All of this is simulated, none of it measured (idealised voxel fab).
process module | voxel wiring stack
cross-section cut | 270 nm wide | cells 5 nm
A cross-section is a grid of square cells, given in bands from the top down. A band is one or more rows of cells.
Each band's line starts with the height of the band's top and of its bottom, in nm. Then come its materials from left to right, each with its width in nm. One material with "throughout" fills the band from edge to edge. "air" is empty space.
Height 0 is the level under which the wafer as received is all one material. The lowest band goes on downwards, as in "0 down".
A width such as "30 to 40" changes by the same amount from each row of cells to the next, from the band's top row to its bottom row.
"no change" after a step means that no cell of the cross-section changed.
closed voids: empty space of 8 cells or more with no open way to the top, each as width x height at its distance from the left edge, in nm
after a step's settings: what the simulator itself notes on the step
overlay nm, on a step with a mask: how far to the right of its planned place the mask lay; to the left if negative
plan
1 op RECEIVE | material Si
2 op CONFORMAL_DEP | material SiO2 | thk nm 15
3 op CONFORMAL_DEP | material SiN | thk nm 5
4 op DIRECTIONAL_DEP | material lowk | thk nm 15
5 op PATTERN | tone open | mask id METAL_1 | material resist | width nm 30 | pitch nm 60 | thk nm 20 | overlay nm 0
6 op DIRECTIONAL_ETCH | etch materials lowk | depth nm 15
7 op DIRECTIONAL_ETCH | etch materials SiN | depth nm 5
8 op STRIP | etch materials resist
9 op CONFORMAL_DEP | material TiN | thk nm 5
10 op FILL_DEP | material Cu | thk nm 5
11 op CMP | height nm 35
12 op CONFORMAL_DEP | material SiCN | thk nm 5
13 op DIRECTIONAL_DEP | material lowk | thk nm 30
14 op DIRECTIONAL_DEP | material aC | thk nm 10
15 op PATTERN | tone open | mask id METAL_2 | material resist | width nm 30 | pitch nm 60 | thk nm 25 | overlay nm 0
16 op DIRECTIONAL_ETCH | etch materials aC | depth nm 10
17 op STRIP | etch materials resist
18 op DIRECTIONAL_ETCH | etch materials lowk | depth nm 20
19 op STRIP | etch materials aC
20 op MASKED_ETCH | tone open | mask id METAL_2_HOLES | width nm 15 | pitch nm 60 | etch materials lowk | depth nm 10 | overlay nm 0
21 op MASKED_ETCH | tone open | mask id METAL_2_HOLES | width nm 15 | pitch nm 60 | etch materials SiCN | depth nm 5 | overlay nm 0
22 op CONFORMAL_DEP | material TiN | thk nm 5
23 op FILL_DEP | material Cu | thk nm 5
24 op CMP | height nm 70
25 op CONFORMAL_DEP | material SiCN | thk nm 5
26 op DIRECTIONAL_DEP | material lowk | thk nm 30
27 op DIRECTIONAL_DEP | material aC | thk nm 10
28 op PATTERN | tone open | mask id METAL_3_HOLES | material resist | width nm 15 | pitch nm 120 | thk nm 25 | overlay nm 0
29 op DIRECTIONAL_ETCH | etch materials aC | depth nm 10
30 op STRIP | etch materials resist
31 op DIRECTIONAL_ETCH | etch materials lowk | depth nm 30
32 op STRIP | etch materials aC
33 op DIRECTIONAL_DEP | material aC | thk nm 10
34 op PATTERN | tone open | mask id METAL_3 | material resist | width nm 30 | pitch nm 60 | thk nm 25 | overlay nm 0
35 op DIRECTIONAL_ETCH | etch materials aC | depth nm 10
36 op STRIP | etch materials resist
37 op DIRECTIONAL_ETCH | etch materials lowk | depth nm 15
38 op DIRECTIONAL_ETCH | etch materials SiCN | depth nm 5
39 op STRIP | etch materials aC
40 op CONFORMAL_DEP | material TiN | thk nm 5
41 op FILL_DEP | material Cu | thk nm 5
42 op CMP | height nm 105
43 op CONFORMAL_DEP | material SiCN | thk nm 5
varied across the wafers: thk nm of step 43. The plan shows the first wafer's value. All wafers start alike
first wafer as received, after step 1
  0 down: Si throughout
  closed voids: none
each wafer at the end: cells of each material gained (+) or lost (-) since it was received, then its closed voids
thk nm 5 | +148 Cu | +144 SiCN | +30 SiN | +162 SiO2 | +176 TiN | +528 lowk | closed voids: none
thk nm 10 | +148 Cu | +198 SiCN | +30 SiN | +162 SiO2 | +176 TiN | +528 lowk | closed voids: none
thk nm 15 | +148 Cu | +252 SiCN | +30 SiN | +162 SiO2 | +176 TiN | +528 lowk | closed voids: none
thk nm 20 | +148 Cu | +306 SiCN | +30 SiN | +162 SiO2 | +176 TiN | +528 lowk | closed voids: none
